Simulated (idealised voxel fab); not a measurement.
A process module follows: voxel self aligned contacts.
170 nm wide, 5 nm square cells: that's cross-section cut.
Just so we're on the same page, the cross-sections are grids of square cells, and they're listed out in bands top to bottom, each band one or more rows deep.
For a band, the entry starts with two heights in nm, that of the top and then that of the bottom, and carries on with the band's materials in order from left to right, each alongside its width in nm; the word "full width" beside a single material means it fills the band edge to edge, and "blank" means empty space.
Measure heights from 0. That's the level where, below it, the as-received wafer is all one material. The lowest band is bottomless and extends downward; write it as in "z 0 and below".
Per-row width for "30..40": begins at first number (top row of band), ends at second number (bottom row), increment between rows held constant.
Take "all unchanged" at face value: in the step it is given for, the cross-section changed in none of its cells.
The list in "Closed-off voids" covers empty spaces of 8 cells or more that cannot reach the top through any open way, and it gives each as width x height at distance; the distance is from the left edge, and width, height and distance are in nm.
Step line, after settings: the simulator's comment on this step.
Each step line may optionally specify "overlay nm", which for a step with a mask gives the rightward distance between the mask's planned place and where it lay, a negative value indicating the leftward direction.
# Here's what the planned process steps look like
1) RECEIVE [material Si]
2) CONFORMAL_DEP [material SiO2] [thk nm 5]
3) DIRECTIONAL_DEP [material polySi] [thk nm 30]
4) DIRECTIONAL_DEP [material SiN] [thk nm 15]
5) DIRECTIONAL_DEP [material aC] [thk nm 10]
6) PATTERN [tone cover] [mask id GATE] [material resist] [width nm 25] [pitch nm 55] [thk nm 30] [overlay nm 0]
7) DIRECTIONAL_ETCH [etch materials aC] [depth nm 10]
8) STRIP [etch materials resist]
9) DIRECTIONAL_ETCH [etch materials SiN] [depth nm 15]
10) DIRECTIONAL_ETCH [etch materials polySi] [depth nm 30]
11) STRIP [etch materials aC]
12) CONFORMAL_DEP [material SiN] [thk nm 5]
13) DIRECTIONAL_ETCH [etch materials SiN] [depth nm 5]
14) FILL_DEP [material SiO2] [thk nm 20]
15) CMP [height nm 60]
16) MASKED_ETCH [tone open] [mask id CONTACT] [width nm 40] [pitch nm 55] [etch materials SiO2] [depth nm 60] [overlay nm 0]
17) CONFORMAL_DEP [material TiN] [thk nm 5]
18) FILL_DEP [material W] [thk nm 10]
19) CMP [height nm 60]
20) CONFORMAL_DEP [material SiCN] [thk nm 5]
# The following pertains to the first of two wafers, which was processed as planned
# Incoming wafer, cross-sectional view, post step 1
  z 0 and below  Si full width
  Closed-off voids: none
# Wafer section view after processing step 2
  z 5 to 0  SiO2 full width
  Lower than 0, everything is as it was.
# Wafer section view after processing step 3
  z 35 to 5  polySi full width
  Lower than 5, everything is as it was.
# Wafer section view after processing step 4
  z 50 to 35  SiN full width
  Lower than 35, everything is as it was.
# Wafer section view after processing step 5
  z 60 to 50  aC full width
  Lower than 50, everything is as it was.
# Wafer section view after processing step 6
  z 90 to 60  15 blank, 25 resist, 30 blank, 25 resist, 30 blank, 25 resist, 20 blank
  Lower than 60, everything is as it was.
# Wafer section view after processing step 7
  z 80 to 60  15 blank, 25 resist, 30 blank, 25 resist, 30 blank, 25 resist, 20 blank
  z 60 to 50  15 blank, 25 aC, 30 blank, 25 aC, 30 blank, 25 aC, 20 blank
  Lower than 50, everything is as it was.
# Wafer section view after processing step 8
  z 60 to 50  15 blank, 25 aC, 30 blank, 25 aC, 30 blank, 25 aC, 20 blank
  Lower than 50, everything is as it was.
# Wafer section view after processing step 9
  z 60 to 50  15 blank, 25 aC, 30 blank, 25 aC, 30 blank, 25 aC, 20 blank
  z 50 to 35  15 blank, 25 SiN, 30 blank, 25 SiN, 30 blank, 25 SiN, 20 blank
  Lower than 35, everything is as it was.
# Wafer section view after processing step 10
  z 60 to 50  15 blank, 25 aC, 30 blank, 25 aC, 30 blank, 25 aC, 20 blank
  z 50 to 35  15 blank, 25 SiN, 30 blank, 25 SiN, 30 blank, 25 SiN, 20 blank
  z 35 to 5  15 blank, 25 polySi, 30 blank, 25 polySi, 30 blank, 25 polySi, 20 blank
  Lower than 5, everything is as it was.
# Wafer section view after processing step 11
  z 50 to 35  15 blank, 25 SiN, 30 blank, 25 SiN, 30 blank, 25 SiN, 20 blank
  Lower than 35, everything is as it was.
# Wafer section view after processing step 12
  z 55 to 35  10 blank, 35 SiN, 20 blank, 35 SiN, 20 blank, 35 SiN, 15 blank
  z 35 to 10  10 blank, 5 SiN, 25 polySi, 5 SiN, 20 blank, 5 SiN, 25 polySi, 5 SiN, 20 blank, 5 SiN, 25 polySi, 5 SiN, 15 blank
  z 10 to 5  15 SiN, 25 polySi, 30 SiN, 25 polySi, 30 SiN, 25 polySi, 20 SiN
  Lower than 5, everything is as it was.
# Wafer section view after processing step 13
  z 50 to 35  10 blank, 35 SiN, 20 blank, 35 SiN, 20 blank, 35 SiN, 15 blank
  z 35 to 5  10 blank, 5 SiN, 25 polySi, 5 SiN, 20 blank, 5 SiN, 25 polySi, 5 SiN, 20 blank, 5 SiN, 25 polySi, 5 SiN, 15 blank
  Lower than 5, everything is as it was.
# Wafer section view after processing step 14
  z 70 to 50  SiO2 full width
  z 50 to 35  10 SiO2, 35 SiN, 20 SiO2, 35 SiN, 20 SiO2, 35 SiN, 15 SiO2
  z 35 to 5  10 SiO2, 5 SiN, 25 polySi, 5 SiN, 20 SiO2, 5 SiN, 25 polySi, 5 SiN, 20 SiO2, 5 SiN, 25 polySi, 5 SiN, 15 SiO2
  Lower than 5, everything is as it was.
# Wafer section view after processing step 15
  z 60 to 50  SiO2 full width
  Lower than 50, everything is as it was.
# Wafer section view after processing step 16
  z 60 to 50  35 SiO2, 40 blank, 15 SiO2, 40 blank, 40 SiO2
  z 50 to 35  10 SiO2, 35 SiN, 20 blank, 35 SiN, 20 blank, 35 SiN, 15 SiO2
  z 35 to 5  10 SiO2, 5 SiN, 25 polySi, 5 SiN, 20 blank, 5 SiN, 25 polySi, 5 SiN, 20 blank, 5 SiN, 25 polySi, 5 SiN, 15 SiO2
  z 5 to 0  45 SiO2, 20 blank, 35 SiO2, 20 blank, 50 SiO2
  Lower than 0, everything is as it was.
# Wafer section view after processing step 17
  z 65 to 60  40 TiN, 30 blank, 25 TiN, 30 blank, 45 TiN
  z 60 to 50  35 SiO2, 5..15 TiN, 30..10 blank, 5..15 TiN, 15 SiO2, 5..15 TiN, 30..10 blank, 5..15 TiN, 40 SiO2
  z 50 to 35  10 SiO2, 35 SiN, 5 TiN, 10 blank, 5 TiN, 35 SiN, 5 TiN, 10 blank, 5 TiN, 35 SiN, 15 SiO2
  z 35 to 5  10 SiO2, 5 SiN, 25 polySi, 5 SiN, 5 TiN, 10 blank, 5 TiN, 5 SiN, 25 polySi, 5 SiN, 5 TiN, 10 blank, 5 TiN, 5 SiN, 25 polySi, 5 SiN, 15 SiO2
  z 5 to 0  45 SiO2, 20 TiN, 35 SiO2, 20 TiN, 50 SiO2
  Lower than 0, everything is as it was.
# Wafer section view after processing step 18
  z 75 to 65  W full width
  z 65 to 60  40 TiN, 30 W, 25 TiN, 30 W, 45 TiN
  z 60 to 50  35 SiO2, 5..15 TiN, 30..10 W, 5..15 TiN, 15 SiO2, 5..15 TiN, 30..10 W, 5..15 TiN, 40 SiO2
  z 50 to 35  10 SiO2, 35 SiN, 5 TiN, 10 W, 5 TiN, 35 SiN, 5 TiN, 10 W, 5 TiN, 35 SiN, 15 SiO2
  z 35 to 5  10 SiO2, 5 SiN, 25 polySi, 5 SiN, 5 TiN, 10 W, 5 TiN, 5 SiN, 25 polySi, 5 SiN, 5 TiN, 10 W, 5 TiN, 5 SiN, 25 polySi, 5 SiN, 15 SiO2
  Lower than 5, everything is as it was.
# Wafer section view after processing step 19
  z 60 to 50  35 SiO2, 5..15 TiN, 30..10 W, 5..15 TiN, 15 SiO2, 5..15 TiN, 30..10 W, 5..15 TiN, 40 SiO2
  Lower than 50, everything is as it was.
# Wafer section view after processing step 20
  z 65 to 60  SiCN full width
  Lower than 60, everything is as it was.
# Second Wafer (Identical Start and Plan, One Processing Error; Matches First Wafer Through Step 1)
# Look at the second wafer in cross-section at the time step 2 ought to have finished
  z 30 to 0  polySi full width
  Lower than 0, everything is as it was.
# Look at the second wafer in cross-section at the time step 3 ought to have finished
  z 35 to 30  SiO2 full width
  Lower than 30, everything is as it was.
# Look at the second wafer in cross-section at the time step 4 ought to have finished
  z 50 to 35  SiN full width
  Lower than 35, everything is as it was.
# Look at the second wafer in cross-section at the time step 5 ought to have finished
  z 60 to 50  aC full width
  Lower than 50, everything is as it was.
# Look at the second wafer in cross-section at the time step 6 ought to have finished
  z 90 to 60  15 blank, 25 resist, 30 blank, 25 resist, 30 blank, 25 resist, 20 blank
  Lower than 60, everything is as it was.
# Look at the second wafer in cross-section at the time step 7 ought to have finished
  z 80 to 60  15 blank, 25 resist, 30 blank, 25 resist, 30 blank, 25 resist, 20 blank
  z 60 to 50  15 blank, 25 aC, 30 blank, 25 aC, 30 blank, 25 aC, 20 blank
  Lower than 50, everything is as it was.
# Look at the second wafer in cross-section at the time step 8 ought to have finished
  z 60 to 50  15 blank, 25 aC, 30 blank, 25 aC, 30 blank, 25 aC, 20 blank
  Lower than 50, everything is as it was.
# Look at the second wafer in cross-section at the time step 9 ought to have finished
  z 60 to 50  15 blank, 25 aC, 30 blank, 25 aC, 30 blank, 25 aC, 20 blank
  z 50 to 35  15 blank, 25 SiN, 30 blank, 25 SiN, 30 blank, 25 SiN, 20 blank
  Lower than 35, everything is as it was.
Look at the second wafer in cross-section at the time step 10 ought to have finished: all unchanged
# Look at the second wafer in cross-section at the time step 11 ought to have finished
  z 50 to 35  15 blank, 25 SiN, 30 blank, 25 SiN, 30 blank, 25 SiN, 20 blank
  Lower than 35, everything is as it was.
# Look at the second wafer in cross-section at the time step 12 ought to have finished
  z 55 to 40  10 blank, 35 SiN, 20 blank, 35 SiN, 20 blank, 35 SiN, 15 blank
  z 40 to 35  SiN full width
  Lower than 35, everything is as it was.
# Look at the second wafer in cross-section at the time step 13 ought to have finished
  z 50 to 35  10 blank, 35 SiN, 20 blank, 35 SiN, 20 blank, 35 SiN, 15 blank
  Lower than 35, everything is as it was.
# Look at the second wafer in cross-section at the time step 14 ought to have finished
  z 70 to 50  SiO2 full width
  z 50 to 35  10 SiO2, 35 SiN, 20 SiO2, 35 SiN, 20 SiO2, 35 SiN, 15 SiO2
  Lower than 35, everything is as it was.
# Look at the second wafer in cross-section at the time step 15 ought to have finished
  z 60 to 50  SiO2 full width
  Lower than 50, everything is as it was.
# Look at the second wafer in cross-section at the time step 16 ought to have finished
  z 60 to 50  35 SiO2, 40 blank, 15 SiO2, 40 blank, 40 SiO2
  z 50 to 35  10 SiO2, 35 SiN, 20 blank, 35 SiN, 20 blank, 35 SiN, 15 SiO2
  z 35 to 30  45 SiO2, 20 blank, 35 SiO2, 20 blank, 50 SiO2
  Lower than 30, everything is as it was.
# Look at the second wafer in cross-section at the time step 17 ought to have finished
  z 65 to 60  40 TiN, 30 blank, 25 TiN, 30 blank, 45 TiN
  z 60 to 50  35 SiO2, 5..15 TiN, 30..10 blank, 5..15 TiN, 15 SiO2, 5..15 TiN, 30..10 blank, 5..15 TiN, 40 SiO2
  z 50 to 35  10 SiO2, 35 SiN, 5 TiN, 10 blank, 5 TiN, 35 SiN, 5 TiN, 10 blank, 5 TiN, 35 SiN, 15 SiO2
  z 35 to 30  45 SiO2, 20 TiN, 35 SiO2, 20 TiN, 50 SiO2
  Lower than 30, everything is as it was.
# Look at the second wafer in cross-section at the time step 18 ought to have finished
  z 75 to 65  W full width
  z 65 to 60  40 TiN, 30 W, 25 TiN, 30 W, 45 TiN
  z 60 to 50  35 SiO2, 5..15 TiN, 30..10 W, 5..15 TiN, 15 SiO2, 5..15 TiN, 30..10 W, 5..15 TiN, 40 SiO2
  z 50 to 35  10 SiO2, 35 SiN, 5 TiN, 10 W, 5 TiN, 35 SiN, 5 TiN, 10 W, 5 TiN, 35 SiN, 15 SiO2
  Lower than 35, everything is as it was.
# Look at the second wafer in cross-section at the time step 19 ought to have finished
  z 60 to 50  35 SiO2, 5..15 TiN, 30..10 W, 5..15 TiN, 15 SiO2, 5..15 TiN, 30..10 W, 5..15 TiN, 40 SiO2
  Lower than 50, everything is as it was.
# Look at the second wafer in cross-section at the time step 20 ought to have finished
  z 65 to 60  SiCN full width
  Lower than 60, everything is as it was.
Misprocessing identified: the processing plan was not followed for steps 2 and 3, which were run with their positions exchanged
The second wafer ends with more or fewer cells of some materials than the first, per final count: 36 fewer of SiN; 30 fewer of SiO2; 24 fewer of TiN; 24 fewer of W; 114 more of polySi
